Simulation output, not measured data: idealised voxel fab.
process module | voxel self aligned contacts
cross-section cut | 240 nm wide | cells 5 nm
A cross-section is a grid of square cells, given in bands from the top down. A band is one or more rows of cells.
Each band's line starts with the height of the band's top and of its bottom, in nm. Then come its materials from left to right, each with its width in nm. One material with "throughout" fills the band from edge to edge. "air" is empty space.
Height 0 is the level under which the wafer as received is all one material. The lowest band goes on downwards, as in "0 down".
A width such as "30 to 40" changes by the same amount from each row of cells to the next, from the band's top row to its bottom row.
"no change" after a step means that no cell of the cross-section changed.
closed voids: empty space of 8 cells or more with no open way to the top, each as width x height at its distance from the left edge, in nm
after a step's settings: what the simulator itself notes on the step
overlay nm, on a step with a mask: how far to the right of its planned place the mask lay; to the left if negative
Each pair below shows a cross-section before one step and the cross-section after it, down to the lowest band that changed. The line under each pair gives the step between them, with its settings. The pairs can come from different runs of this module on the same starting wafer, so a pair continues from the pair above only where its "before" says so.
before
  75 to 55: resist 75 | air 30 | resist 25 | air 30 | resist 80
  55 to 45: SiO2 throughout
  45 to 25: SiO2 45 | SiN 35 | SiO2 20 | SiN 35 | SiO2 20 | SiN 35 | SiO2 50
  25 to 0: SiO2 45 | SiN 5 | polySi 25 | SiN 5 | SiO2 20 | SiN 5 | polySi 25 | SiN 5 | SiO2 20 | SiN 5 | polySi 25 | SiN 5 | SiO2 50
  0 to -5: SiO2 throughout
  -5 down: Si throughout
  closed voids: none
after
  75 to 55: resist 75 | air 30 | resist 25 | air 30 | resist 80
  55 to 45: SiO2 75 | air 30 | SiO2 25 | air 30 | SiO2 80
  45 to 25: SiO2 45 | SiN 35 | air 20 | SiN 35 | air 20 | SiN 35 | SiO2 50
  25 to 0: SiO2 45 | SiN 5 | polySi 25 | SiN 5 | air 20 | SiN 5 | polySi 25 | SiN 5 | air 20 | SiN 5 | polySi 25 | SiN 5 | SiO2 50
  0 to -5: SiO2 80 | air 20 | SiO2 35 | air 20 | SiO2 85
  below -5: unchanged
  closed voids: none
the step between: op DIRECTIONAL_ETCH | etch materials SiO2 | depth nm 60
before: the cross-section after the pair above
after
  55 to 45: SiO2 75 | air 30 | SiO2 25 | air 30 | SiO2 80
  below 45: unchanged
  closed voids: none
the step between: op STRIP | etch materials resist
before: the cross-section after the pair above
after
  60 to 55: TiN 80 | air 20 | TiN 35 | air 20 | TiN 85
  55 to 45: SiO2 75 | TiN 5 to 10 | air 20 to 10 | TiN 5 to 10 | SiO2 25 | TiN 5 to 10 | air 20 to 10 | TiN 5 to 10 | SiO2 80
  45 to 25: SiO2 45 | SiN 35 | TiN 5 | air 10 | TiN 5 | SiN 35 | TiN 5 | air 10 | TiN 5 | SiN 35 | SiO2 50
  25 to 0: SiO2 45 | SiN 5 | polySi 25 | SiN 5 | TiN 5 | air 10 | TiN 5 | SiN 5 | polySi 25 | SiN 5 | TiN 5 | air 10 | TiN 5 | SiN 5 | polySi 25 | SiN 5 | SiO2 50
  0 to -5: SiO2 80 | TiN 20 | SiO2 35 | TiN 20 | SiO2 85
  below -5: unchanged
  closed voids: none
the step between: op CONFORMAL_DEP | material TiN | thk nm 5
before: the cross-section after the pair above
after
  65 to 60: W throughout
  60 to 55: TiN 80 | W 20 | TiN 35 | W 20 | TiN 85
  55 to 45: SiO2 75 | TiN 5 to 10 | W 20 to 10 | TiN 5 to 10 | SiO2 25 | TiN 5 to 10 | W 20 to 10 | TiN 5 to 10 | SiO2 80
  45 to 25: SiO2 45 | SiN 35 | TiN 5 | W 10 | TiN 5 | SiN 35 | TiN 5 | W 10 | TiN 5 | SiN 35 | SiO2 50
  25 to 0: SiO2 45 | SiN 5 | polySi 25 | SiN 5 | TiN 5 | W 10 | TiN 5 | SiN 5 | polySi 25 | SiN 5 | TiN 5 | W 10 | TiN 5 | SiN 5 | polySi 25 | SiN 5 | SiO2 50
  below 0: unchanged
  closed voids: none
the step between: op FILL_DEP | material W | thk nm 5
before: the cross-section after the pair above
after
  55 to 45: SiO2 75 | TiN 5 to 10 | W 20 to 10 | TiN 5 to 10 | SiO2 25 | TiN 5 to 10 | W 20 to 10 | TiN 5 to 10 | SiO2 80
  below 45: unchanged
  closed voids: none
the step between: op CMP | height nm 55
before: the cross-section after the pair above
after
  60 to 55: SiCN throughout
  below 55: unchanged
  closed voids: none
the step between: op CONFORMAL_DEP | material SiCN | thk nm 5
before
  60 to 45: aC throughout
  45 to 25: SiN throughout
  25 to 0: polySi throughout
  0 to -5: SiO2 throughout
  -5 down: Si throughout
  closed voids: none
after
  90 to 60: air 55 | resist 25 | air 30 | resist 25 | air 30 | resist 25 | air 50
  below 60: unchanged
  closed voids: none
the step between: op PATTERN | tone cover | mask id GATE | material resist | width nm 25 | pitch nm 55 | thk nm 30 | overlay nm 5
before: the cross-section after the pair above
after
  75 to 60: air 55 | resist 25 | air 30 | resist 25 | air 30 | resist 25 | air 50
  60 to 45: air 55 | aC 25 | air 30 | aC 25 | air 30 | aC 25 | air 50
  below 45: unchanged
  closed voids: none
the step between: op DIRECTIONAL_ETCH | etch materials aC | depth nm 15
before: the cross-section after the pair above
after
  60 to 45: air 55 | aC 25 | air 30 | aC 25 | air 30 | aC 25 | air 50
  below 45: unchanged
  closed voids: none
the step between: op STRIP | etch materials resist
before: the cross-section after the pair above
after
  60 to 45: air 55 | aC 25 | air 30 | aC 25 | air 30 | aC 25 | air 50
  45 to 25: air 55 | SiN 25 | air 30 | SiN 25 | air 30 | SiN 25 | air 50
  below 25: unchanged
  closed voids: none
the step between: op DIRECTIONAL_ETCH | etch materials SiN | depth nm 20
before: the cross-section after the pair above
after
  60 to 45: air 55 | aC 25 | air 30 | aC 25 | air 30 | aC 25 | air 50
  45 to 25: air 55 | SiN 25 | air 30 | SiN 25 | air 30 | SiN 25 | air 50
  25 to 0: air 55 | polySi 25 | air 30 | polySi 25 | air 30 | polySi 25 | air 50
  below 0: unchanged
  closed voids: none
the step between: op DIRECTIONAL_ETCH | etch materials polySi | depth nm 25
before: the cross-section after the pair above
after
  45 to 25: air 55 | SiN 25 | air 30 | SiN 25 | air 30 | SiN 25 | air 50
  below 25: unchanged
  closed voids: none
the step between: op STRIP | etch materials aC
before: the cross-section after the pair above
after
  50 to 25: air 50 | SiN 35 | air 20 | SiN 35 | air 20 | SiN 35 | air 45
  25 to 5: air 50 | SiN 5 | polySi 25 | SiN 5 | air 20 | SiN 5 | polySi 25 | SiN 5 | air 20 | SiN 5 | polySi 25 | SiN 5 | air 45
  5 to 0: SiN 55 | polySi 25 | SiN 30 | polySi 25 | SiN 30 | polySi 25 | SiN 50
  below 0: unchanged
  closed voids: none
the step between: op CONFORMAL_DEP | material SiN | thk nm 5
before: the cross-section after the pair above
after
  45 to 25: air 50 | SiN 35 | air 20 | SiN 35 | air 20 | SiN 35 | air 45
  25 to 0: air 50 | SiN 5 | polySi 25 | SiN 5 | air 20 | SiN 5 | polySi 25 | SiN 5 | air 20 | SiN 5 | polySi 25 | SiN 5 | air 45
  below 0: unchanged
  closed voids: none
the step between: op DIRECTIONAL_ETCH | etch materials SiN | depth nm 5
before: the cross-section after the pair above
after
  65 to 45: SiO2 throughout
  45 to 25: SiO2 50 | SiN 35 | SiO2 20 | SiN 35 | SiO2 20 | SiN 35 | SiO2 45
  25 to 0: SiO2 50 | SiN 5 | polySi 25 | SiN 5 | SiO2 20 | SiN 5 | polySi 25 | SiN 5 | SiO2 20 | SiN 5 | polySi 25 | SiN 5 | SiO2 45
  below 0: unchanged
  closed voids: none
the step between: op FILL_DEP | material SiO2 | thk nm 20
before: the cross-section after the pair above
after
  55 to 45: SiO2 throughout
  below 45: unchanged
  closed voids: none
the step between: op CMP | height nm 55
before: the cross-section after the pair above
after
  75 to 55: resist 70 | air 40 | resist 15 | air 40 | resist 75
  below 55: unchanged
  closed voids: none
the step between: op PATTERN | tone open | mask id CONTACT | material resist | width nm 40 | pitch nm 55 | thk nm 20 | overlay nm 0
before: the cross-section after the pair above
after
  75 to 55: resist 70 | air 40 | resist 15 | air 40 | resist 75
  55 to 45: SiO2 70 | air 40 | SiO2 15 | air 40 | SiO2 75
  45 to 25: SiO2 50 | SiN 35 | air 20 | SiN 35 | air 20 | SiN 35 | SiO2 45
  25 to 0: SiO2 50 | SiN 5 | polySi 25 | SiN 5 | air 20 | SiN 5 | polySi 25 | SiN 5 | air 20 | SiN 5 | polySi 25 | SiN 5 | SiO2 45
  0 to -5: SiO2 85 | air 20 | SiO2 35 | air 20 | SiO2 80
  below -5: unchanged
  closed voids: none
the step between: op DIRECTIONAL_ETCH | etch materials SiO2 | depth nm 60
before: the cross-section after the pair above
after
  55 to 45: SiO2 70 | air 40 | SiO2 15 | air 40 | SiO2 75
  below 45: unchanged
  closed voids: none
the step between: op STRIP | etch materials resist
before: the cross-section after the pair above
after
  60 to 55: TiN 75 | air 30 | TiN 25 | air 30 | TiN 80
  55 to 45: SiO2 70 | TiN 5 to 20 | air 30 to 10 | TiN 5 to 10 | SiO2 15 | TiN 5 to 20 | air 30 to 10 | TiN 5 to 10 | SiO2 75
  45 to 25: SiO2 50 | SiN 35 | TiN 5 | air 10 | TiN 5 | SiN 35 | TiN 5 | air 10 | TiN 5 | SiN 35 | SiO2 45
  25 to 0: SiO2 50 | SiN 5 | polySi 25 | SiN 5 | TiN 5 | air 10 | TiN 5 | SiN 5 | polySi 25 | SiN 5 | TiN 5 | air 10 | TiN 5 | SiN 5 | polySi 25 | SiN 5 | SiO2 45
  0 to -5: SiO2 85 | TiN 20 | SiO2 35 | TiN 20 | SiO2 80
  below -5: unchanged
  closed voids: none
the step between: op CONFORMAL_DEP | material TiN | thk nm 5
before: the cross-section after the pair above
after
  65 to 60: W throughout
  60 to 55: TiN 75 | W 30 | TiN 25 | W 30 | TiN 80
  55 to 45: SiO2 70 | TiN 5 to 20 | W 30 to 10 | TiN 5 to 10 | SiO2 15 | TiN 5 to 20 | W 30 to 10 | TiN 5 to 10 | SiO2 75
  45 to 25: SiO2 50 | SiN 35 | TiN 5 | W 10 | TiN 5 | SiN 35 | TiN 5 | W 10 | TiN 5 | SiN 35 | SiO2 45
  25 to 0: SiO2 50 | SiN 5 | polySi 25 | SiN 5 | TiN 5 | W 10 | TiN 5 | SiN 5 | polySi 25 | SiN 5 | TiN 5 | W 10 | TiN 5 | SiN 5 | polySi 25 | SiN 5 | SiO2 45
  below 0: unchanged
  closed voids: none
the step between: op FILL_DEP | material W | thk nm 5
before: the cross-section after the pair above
after
  55 to 45: SiO2 70 | TiN 5 to 20 | W 30 to 10 | TiN 5 to 10 | SiO2 15 | TiN 5 to 20 | W 30 to 10 | TiN 5 to 10 | SiO2 75
  below 45: unchanged
  closed voids: none
the step between: op CMP | height nm 55
before: the cross-section after the pair above
after
  60 to 55: SiCN throughout
  below 55: unchanged
  closed voids: none
the step between: op CONFORMAL_DEP | material SiCN | thk nm 5
before
  55 to 45: SiO2 70 | TiN 5 to 15 | W 30 to 10 | TiN 5 to 15 | SiO2 15 | TiN 5 to 15 | W 30 to 10 | TiN 5 to 15 | SiO2 75
  45 to 25: SiO2 45 | SiN 35 | TiN 5 | W 10 | TiN 5 | SiN 35 | TiN 5 | W 10 | TiN 5 | SiN 35 | SiO2 50
  25 to 0: SiO2 45 | SiN 5 | polySi 25 | SiN 5 | TiN 5 | W 10 | TiN 5 | SiN 5 | polySi 25 | SiN 5 | TiN 5 | W 10 | TiN 5 | SiN 5 | polySi 25 | SiN 5 | SiO2 50
  0 to -5: SiO2 80 | TiN 20 | SiO2 35 | TiN 20 | SiO2 85
  -5 down: Si throughout
  closed voids: none
after
  60 to 55: aC throughout
  below 55: unchanged
  closed voids: none
the step between: op CONFORMAL_DEP | material aC | thk nm 5
before
  60 to 45: aC throughout
  45 to 25: SiN throughout
  25 to 0: polySi throughout
  0 to -5: SiO2 throughout
  -5 down: Si throughout
  closed voids: none
after
  90 to 60: resist 50 | air 25 | resist 30 | air 25 | resist 30 | air 25 | resist 55
  below 60: unchanged
  closed voids: none
the step between: op PATTERN | tone open | mask id GATE | material resist | width nm 25 | pitch nm 55 | thk nm 30 | overlay nm 0
before: the cross-section after the pair above
after
  75 to 60: resist 50 | air 25 | resist 30 | air 25 | resist 30 | air 25 | resist 55
  60 to 45: aC 50 | air 25 | aC 30 | air 25 | aC 30 | air 25 | aC 55
  below 45: unchanged
  closed voids: none
the step between: op DIRECTIONAL_ETCH | etch materials aC | depth nm 15
before: the cross-section after the pair above
after
  60 to 45: aC 50 | air 25 | aC 30 | air 25 | aC 30 | air 25 | aC 55
  below 45: unchanged
  closed voids: none
the step between: op STRIP | etch materials resist
before: the cross-section after the pair above
after
  60 to 45: aC 50 | air 25 | aC 30 | air 25 | aC 30 | air 25 | aC 55
  45 to 25: SiN 50 | air 25 | SiN 30 | air 25 | SiN 30 | air 25 | SiN 55
  below 25: unchanged
  closed voids: none
the step between: op DIRECTIONAL_ETCH | etch materials SiN | depth nm 20
before: the cross-section after the pair above
after
  60 to 45: aC 50 | air 25 | aC 30 | air 25 | aC 30 | air 25 | aC 55
  45 to 25: SiN 50 | air 25 | SiN 30 | air 25 | SiN 30 | air 25 | SiN 55
  25 to 0: polySi 50 | air 25 | polySi 30 | air 25 | polySi 30 | air 25 | polySi 55
  below 0: unchanged
  closed voids: none
the step between: op DIRECTIONAL_ETCH | etch materials polySi | depth nm 25
before: the cross-section after the pair above
after
  45 to 25: SiN 50 | air 25 | SiN 30 | air 25 | SiN 30 | air 25 | SiN 55
  below 25: unchanged
  closed voids: none
the step between: op STRIP | etch materials aC
before: the cross-section after the pair above
after
  50 to 25: SiN 55 | air 15 | SiN 40 | air 15 | SiN 40 | air 15 | SiN 60
  25 to 5: polySi 50 | SiN 5 | air 15 | SiN 5 | polySi 30 | SiN 5 | air 15 | SiN 5 | polySi 30 | SiN 5 | air 15 | SiN 5 | polySi 55
  5 to 0: polySi 50 | SiN 25 | polySi 30 | SiN 25 | polySi 30 | SiN 25 | polySi 55
  below 0: unchanged
  closed voids: none
the step between: op CONFORMAL_DEP | material SiN | thk nm 5
before: the cross-section after the pair above
after
  45 to 25: SiN 55 | air 15 | SiN 40 | air 15 | SiN 40 | air 15 | SiN 60
  25 to 0: polySi 50 | SiN 5 | air 15 | SiN 5 | polySi 30 | SiN 5 | air 15 | SiN 5 | polySi 30 | SiN 5 | air 15 | SiN 5 | polySi 55
  below 0: unchanged
  closed voids: none
the step between: op DIRECTIONAL_ETCH | etch materials SiN | depth nm 5
before: the cross-section after the pair above
after
  65 to 45: SiO2 throughout
  45 to 25: SiN 55 | SiO2 15 | SiN 40 | SiO2 15 | SiN 40 | SiO2 15 | SiN 60
  25 to 0: polySi 50 | SiN 5 | SiO2 15 | SiN 5 | polySi 30 | SiN 5 | SiO2 15 | SiN 5 | polySi 30 | SiN 5 | SiO2 15 | SiN 5 | polySi 55
  below 0: unchanged
  closed voids: none
the step between: op FILL_DEP | material SiO2 | thk nm 20
before: the cross-section after the pair above
after
  55 to 45: SiO2 throughout
  below 45: unchanged
  closed voids: none
the step between: op CMP | height nm 55
before: the cross-section after the pair above
after
  75 to 55: resist 70 | air 40 | resist 15 | air 40 | resist 75
  below 55: unchanged
  closed voids: none
the step between: op PATTERN | tone open | mask id CONTACT | material resist | width nm 40 | pitch nm 55 | thk nm 20 | overlay nm 0
before: the cross-section after the pair above
after
  75 to 55: resist 70 | air 40 | resist 15 | air 40 | resist 75
  55 to 45: SiO2 70 | air 40 | SiO2 15 | air 40 | SiO2 75
  below 45: unchanged
  closed voids: none
the step between: op DIRECTIONAL_ETCH | etch materials SiO2 | depth nm 60
before: the cross-section after the pair above
after
  55 to 45: SiO2 70 | air 40 | SiO2 15 | air 40 | SiO2 75
  below 45: unchanged
  closed voids: none
the step between: op STRIP | etch materials resist
before: the cross-section after the pair above
after
  60 to 55: TiN 75 | air 30 | TiN 25 | air 30 | TiN 80
  55 to 50: SiO2 70 | TiN 5 | air 30 | TiN 5 | SiO2 15 | TiN 5 | air 30 | TiN 5 | SiO2 75
  50 to 45: SiO2 70 | TiN 40 | SiO2 15 | TiN 40 | SiO2 75
  below 45: unchanged
  closed voids: none
the step between: op CONFORMAL_DEP | material TiN | thk nm 5
before: the cross-section after the pair above
after
  65 to 60: W throughout
  60 to 55: TiN 75 | W 30 | TiN 25 | W 30 | TiN 80
  55 to 50: SiO2 70 | TiN 5 | W 30 | TiN 5 | SiO2 15 | TiN 5 | W 30 | TiN 5 | SiO2 75
  below 50: unchanged
  closed voids: none
the step between: op FILL_DEP | material W | thk nm 5
before: the cross-section after the pair above
after
  55 to 50: SiO2 70 | TiN 5 | W 30 | TiN 5 | SiO2 15 | TiN 5 | W 30 | TiN 5 | SiO2 75
  below 50: unchanged
  closed voids: none
the step between: op CMP | height nm 55
before: the cross-section after the pair above
after
  60 to 55: SiCN throughout
  below 55: unchanged
  closed voids: none
the step between: op CONFORMAL_DEP | material SiCN | thk nm 5
